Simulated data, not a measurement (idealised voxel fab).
Herein follows the process module entitled voxel self aligned vias.
The figure presents cross-section cut, which has a width of 265 nm and is divided into square cells with an edge length of 5 nm.
Cross-section spec: square-cell grid; bands listed top down; each band is one or more rows.
Top, bottom (nm), then materials left to right with widths (nm); lone material tagged "everywhere" fills the whole band edge to edge; "blank" = empty space.
Heights are reckoned from 0. Under this level, the received wafer is all of one material. The bottommost band is open-ended downward, for example "z 0 and below".
Per-row width for "30 to 40": begins at first number (top row of band), ends at second number (bottom row), increment between rows held constant.
Basically "no alterations made" means that step didn't change any cell in the cross-section.
The entry titled "Listed closed voids" provides the empty spaces that have no open way to the top, restricted to those of 8 cells or more. Each is presented as width x height at distance, the distance being measured from the left edge, with all three in nm.
Anything after a step's settings on that line? It's the simulator's own note about the step.
The line of a step may include "overlay nm". On a step with a mask, this value is how far to the right of its planned place the mask lay. A negative value means the mask lay to the left.
Process steps foreseen in the plan
| 1 | RECEIVE | material Si |
| 2 | CONFORMAL_DEP | material SiO2 | thk nm 15 |
| 3 | CONFORMAL_DEP | material SiCN | thk nm 5 |
| 4 | DIRECTIONAL_DEP | material lowk | thk nm 30 |
| 5 | PATTERN | tone open | mask id LINES | material resist | width nm 20 | pitch nm 65 | thk nm 20 | overlay nm 0 |
| 6 | DIRECTIONAL_ETCH | etch materials lowk | depth nm 30 |
| 7 | STRIP | etch materials resist |
| 8 | CONFORMAL_DEP | material TiN | thk nm 5 |
| 9 | FILL_DEP | material W | thk nm 5 |
| 10 | CMP | height nm 50 |
| 11 | SELECTIVE_ETCH | etch materials W Ru TiN | depth nm 5 |
| 12 | FILL_DEP | material SiN | thk nm 10 |
| 13 | CMP | height nm 50 |
| 14 | DIRECTIONAL_DEP | material lowk | thk nm 20 |
| 15 | DIRECTIONAL_DEP | material aC | thk nm 10 |
| 16 | PATTERN | tone open | mask id VIAS | material resist | width nm 40 | pitch nm 65 | thk nm 30 | overlay nm 0 |
| 17 | DIRECTIONAL_ETCH | etch materials aC | depth nm 10 |
| 18 | STRIP | etch materials resist |
| 19 | DIRECTIONAL_ETCH | etch materials lowk | depth nm 20 |
| 20 | DIRECTIONAL_ETCH | etch materials SiN | depth nm 5 |
| 21 | STRIP | etch materials aC |
| 22 | CONFORMAL_DEP | material TiN | thk nm 5 |
| 23 | FILL_DEP | material W | thk nm 5 |
| 24 | CMP | height nm 70 |
| 25 | CONFORMAL_DEP | material SiCN | thk nm 5 |
Incoming wafer, cross-sectional view, post step 1
> z 0 and below | Si everywhere
> Listed closed voids: none
Sectioned view, first of two wafers, at the close of the module, processed as intended in the plan
> z 75 to 70 | SiCN everywhere
> z 70 to 55 | lowk 80 nm  TiN 5 nm  W 30 nm  TiN 5 nm  lowk 25 nm  TiN 5 nm  W 30 nm  TiN 5 nm  lowk 80 nm
> z 55 to 50 | lowk 80 nm  TiN 15 nm  W 10 nm  TiN 15 nm  lowk 25 nm  TiN 15 nm  W 10 nm  TiN 15 nm  lowk 80 nm
> z 50 to 45 | lowk 90 nm  TiN 20 nm  lowk 45 nm  TiN 20 nm  lowk 90 nm
> z 45 to 25 | lowk 90 nm  TiN 5 nm  W 10 nm  TiN 5 nm  lowk 45 nm  TiN 5 nm  W 10 nm  TiN 5 nm  lowk 90 nm
> z 25 to 20 | lowk 90 nm  TiN 20 nm  lowk 45 nm  TiN 20 nm  lowk 90 nm
> z 20 to 15 | SiCN everywhere
> z 15 to 0 | SiO2 everywhere
> z 0 and below | Si everywhere
> Listed closed voids: none
This cross-section belongs to the second wafer of two at the end of the module; the start and the plan were shared with the first, and the run included one mistake
> z 75 to 70 | SiCN everywhere
> z 70 to 50 | lowk 80 nm  TiN 5 nm  W 30 nm  TiN 5 nm  lowk 25 nm  TiN 5 nm  W 30 nm  TiN 5 nm  lowk 80 nm
> z 50 to 45 | lowk 80 nm  TiN 40 nm  lowk 25 nm  TiN 40 nm  lowk 80 nm
> z 45 to 30 | lowk 80 nm  TiN 15 nm  W 10 nm  TiN 15 nm  lowk 25 nm  TiN 15 nm  W 10 nm  TiN 15 nm  lowk 80 nm
> z 30 to 25 | lowk 90 nm  TiN 5 nm  W 10 nm  TiN 5 nm  lowk 45 nm  TiN 5 nm  W 10 nm  TiN 5 nm  lowk 90 nm
> z 25 to 20 | lowk 90 nm  TiN 20 nm  lowk 45 nm  TiN 20 nm  lowk 90 nm
> z 20 to 15 | SiCN everywhere
> z 15 to 0 | SiO2 everywhere
> z 0 and below | Si everywhere
> Listed closed voids: none
Nonconformance to the process plan: plan step 19 ran twice
End check, counted in cells, second wafer has more or fewer of these materials than the first: TiN +24; W +8; lowk -32
